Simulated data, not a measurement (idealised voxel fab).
Presented below is a process module, voxel self aligned vias.
We display cut, a cross-section 245 nm in width whose square cells are each 5 nm.
Heads up, the way a cross-section reads in here is a grid of square cells, handed over as bands from the top down, with every band being one or more rows of cells.
The entry gives the band's vertical extent as a top height and a bottom height in nm, then its horizontal make-up as materials from left to right, each with a width in nm. "air" stands for empty space; a single material marked "full width" fills the band edge to edge.
For the purposes of this specification, 0 denotes the height below which the wafer in its as-received condition is composed wholly of one material, and the lowermost band, lacking a lower limit, extends downward without end, as expressed in "0 and below".
Width spec "30 to 40" -> top row of cells at first value, bottom row at second value, equal per-row change in between.
When a step is marked "remained unchanged", none of the cells in the cross-section changed during that step.
Empty spaces without an open route to the top, at least 8 cells in extent, make up the entry "Closed internal cavities"; each is given as width x height at distance, where the distance is measured from the left edge, and all are in nm.
Read whatever lies past the settings on a step's line as the simulator's own remark about the step.
For masked steps, "overlay nm" on the step line gives how far right of plan the mask actually lay; a minus sign means it lay to the left.

plan
1: RECEIVE (material Si)
2: CONFORMAL_DEP (material SiO2; thk nm 10)
3: CONFORMAL_DEP (material SiCN; thk nm 5)
4: DIRECTIONAL_DEP (material lowk; thk nm 25)
5: PATTERN (tone open; mask id LINES; material resist; width nm 30; pitch nm 65; thk nm 15; overlay nm 0)
6: DIRECTIONAL_ETCH (etch materials lowk; depth nm 25)
7: STRIP (etch materials resist)
8: CONFORMAL_DEP (material TiN; thk nm 5)
9: FILL_DEP (material Ru; thk nm 10)
10: CMP (height nm 40)
11: SELECTIVE_ETCH (etch materials W Ru TiN; depth nm 10)
12: FILL_DEP (material SiN; thk nm 5)
13: CMP (height nm 40)
14: DIRECTIONAL_DEP (material lowk; thk nm 15)
15: MASKED_ETCH (tone open; mask id VIAS; width nm 40; pitch nm 65; etch materials lowk; depth nm 15; overlay nm 0)
16: MASKED_ETCH (tone open; mask id VIAS; width nm 40; pitch nm 65; etch materials SiN; depth nm 10; overlay nm 0)
17: CONFORMAL_DEP (material TiN; thk nm 5)
18: FILL_DEP (material Ru; thk nm 10)
19: CMP (height nm 55)
20: CONFORMAL_DEP (material SiN; thk nm 5)
Same starting wafers, different thk nm at step 3. Plan value belongs to the first wafer.

Sectional view: first of several wafers, as received, after step 1
    0 and below | Si full width
    Closed internal cavities: none

Per wafer, end of module: cells gained (+) or lost (-) per material since receipt, then closed voids
thk nm 5, +84 Ru, +49 SiCN, +49 SiN, +98 SiO2, +78 TiN, +230 lowk, Closed internal cavities: none
thk nm 10, +72 Ru, +98 SiCN, +49 SiN, +98 SiO2, +72 TiN, +199 lowk, Closed internal cavities: none
thk nm 15, +60 Ru, +147 SiCN, +49 SiN, +98 SiO2, +66 TiN, +168 lowk, Closed internal cavities: none
thk nm 20, +60 Ru, +196 SiCN, +49 SiN, +98 SiO2, +48 TiN, +137 lowk, Closed internal cavities: none
